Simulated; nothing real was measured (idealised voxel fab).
Name of the process module below: voxel tone inversion
It is cross-section cut that appears here, measuring 270 nm in width, its square cells being 5 nm in size.
Format of a cross-section: grid, square cells. Given as bands. Order: top down. Band: one or more rows of cells.
Each band's line starts with the height of the band's top and of its bottom, in nm. Then come its materials from left to right, each with its width in nm. One material with "throughout" fills the band from edge to edge. "blank" is empty space.
Basically, 0 is our baseline, since under it the wafer straight out of the box is all one material. The bottom band has no lower end and keeps on going down, so it looks like "0 nm and below".
The notation "30 to 40" denotes a width that varies across the rows of cells in the band, beginning at the first number in the top row, finishing at the second number in the bottom row, and changing by an identical amount from each row to the next.
Step marked "stayed the same"? Then no cell in the cross-section changed in it.
Listed in "Enclosed voids": every empty space of 8 or more cells without an open way to the top. Form: width x height at distance, the distance being from the left edge, all in nm.
Read whatever lies past the settings on a step's line as the simulator's own remark about the step.
overlay nm: on a step with a mask, how far right of its planned place the mask lay; negative means left.

Here's what the planned process steps look like
1 RECEIVE (material Si)
2 CONFORMAL_DEP (material SiCN; thk nm 5)
3 DIRECTIONAL_DEP (material aC; thk nm 15)
4 PATTERN (tone cover; mask id POSTS; material resist; width nm 25; pitch nm 55; thk nm 20; overlay nm 0)
5 DIRECTIONAL_ETCH (etch materials aC; depth nm 15)
6 STRIP (etch materials resist)
7 FILL_DEP (material lowk; thk nm 5)
8 CMP (height nm 20)
9 STRIP (etch materials aC)

Cross-section of the wafer upon arrival, representing the state reached after step 1
  0 nm and below = Si throughout
  Enclosed voids: none

One mistake in running the module, otherwise start and plan as above: cross-section at the end
  20 nm to 15 nm = lowk=65, blank=25, lowk=30, blank=25, lowk=30, blank=25, lowk=70
  15 nm to 0 nm = SiCN throughout
  0 nm and below = Si throughout
  Enclosed voids: none
Here's what went sideways: step 2 ran as: CONFORMAL_DEP (material SiCN; thk nm 15)
